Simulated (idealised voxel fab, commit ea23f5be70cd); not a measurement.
voxel trench capacitor: a process module
Section shown: cut. Width: 165 nm. Cell size: 5 nm, square.
How to read a cross-section here: the picture is a grid of square cells, written as bands going from the top down, and any band can span one or more rows of cells.
Heads up on the band format: heights come first, top then bottom, in nm. After that it's the materials left to right, each with its width in nm. A single material flagged "all across" fills the whole band edge to edge, and "empty" means there's empty space there.
Note: height 0 marks the level under which the wafer is uniformly one material as received. Lowest band unbounded below, written "z 0 and below".
The two numbers in a width such as "30->40" mark its ends across the band: the first belongs to the top row of cells, the second to the bottom row, and from each row to the next the width moves by the same amount.
Basically "changes: none" means that step didn't change any cell in the cross-section.
This entry, "Completely enclosed voids", enumerates those empty regions of no fewer than 8 cells that possess no open connection to the top. Each region is reported in the form width x height at distance, the distance being taken from the left edge, with all three quantities expressed in nm.
The remark found on a step's line after its settings is issued by the simulator itself and pertains to that step.
Among the settings permitted on a step's line is "overlay nm"; applied to a step with a mask, it specifies the extent to which the mask lay to the right of its planned position, whereas a negative figure signifies a position to the left.
### Process steps - plan
1,RECEIVE | material Si
2,CONFORMAL_DEP | material SiN | thk nm 10
3,DIRECTIONAL_DEP | material aC | thk nm 10
4,PATTERN | tone open | mask id TRENCH | material resist | width nm 25 | pitch nm 50 | thk nm 30 | overlay nm 0
5,DIRECTIONAL_ETCH | etch materials aC | depth nm 10
6,STRIP | etch materials resist
7,DIRECTIONAL_ETCH | etch materials SiN | depth nm 10
8,DIRECTIONAL_ETCH | etch materials Si | depth nm 30
9,STRIP | etch materials aC
10,CONFORMAL_DEP | material HfO2 | thk nm 5
11,CONFORMAL_DEP | material TiN | thk nm 5
12,FILL_DEP | material W | thk nm 5
13,CMP | height nm 10
### This is the cross-section of the wafer as we received it, i.e. after step 1
	z 0 and below | Si all across
	Completely enclosed voids: none
### Cross-sectional image of the first of two wafers at the end of the module, the run having proceeded as planned
	z 10 to 0 | 45 of SiN, then 5 of HfO2, then 5 of TiN, then 5 of W, then 5 of TiN, then 5 of HfO2, then 25 of SiN, then 5 of HfO2, then 5 of TiN, then 5 of W, then 5 of TiN, then 5 of HfO2, then 45 of SiN
	z 0 to -20 | 45 of Si, then 5 of HfO2, then 5 of TiN, then 5 of W, then 5 of TiN, then 5 of HfO2, then 25 of Si, then 5 of HfO2, then 5 of TiN, then 5 of W, then 5 of TiN, then 5 of HfO2, then 45 of Si
	z -20 to -25 | 45 of Si, then 5 of HfO2, then 15 of TiN, then 5 of HfO2, then 25 of Si, then 5 of HfO2, then 15 of TiN, then 5 of HfO2, then 45 of Si
	z -25 to -30 | 45 of Si, then 25 of HfO2, then 25 of Si, then 25 of HfO2, then 45 of Si
	z -30 and below | Si all across
	Completely enclosed voids: none
### Cross-section, wafer two of two, end of module: same start and plan as wafer one, one error in execution
	z 10 to 0 | 45 of SiN, then 5 of TiN, then 15 of W, then 5 of TiN, then 25 of SiN, then 5 of TiN, then 15 of W, then 5 of TiN, then 45 of SiN
	z 0 to -25 | 45 of Si, then 5 of TiN, then 15 of W, then 5 of TiN, then 25 of Si, then 5 of TiN, then 15 of W, then 5 of TiN, then 45 of Si
	z -25 to -30 | 45 of Si, then 25 of TiN, then 25 of Si, then 25 of TiN, then 45 of Si
	z -30 and below | Si all across
	Completely enclosed voids: none
What broke from the plan during processing? step 10 was left out
Final cells, second wafer relative to first, materials higher or lower: HfO2: 38 fewer, TiN: 8 more, W: 30 more
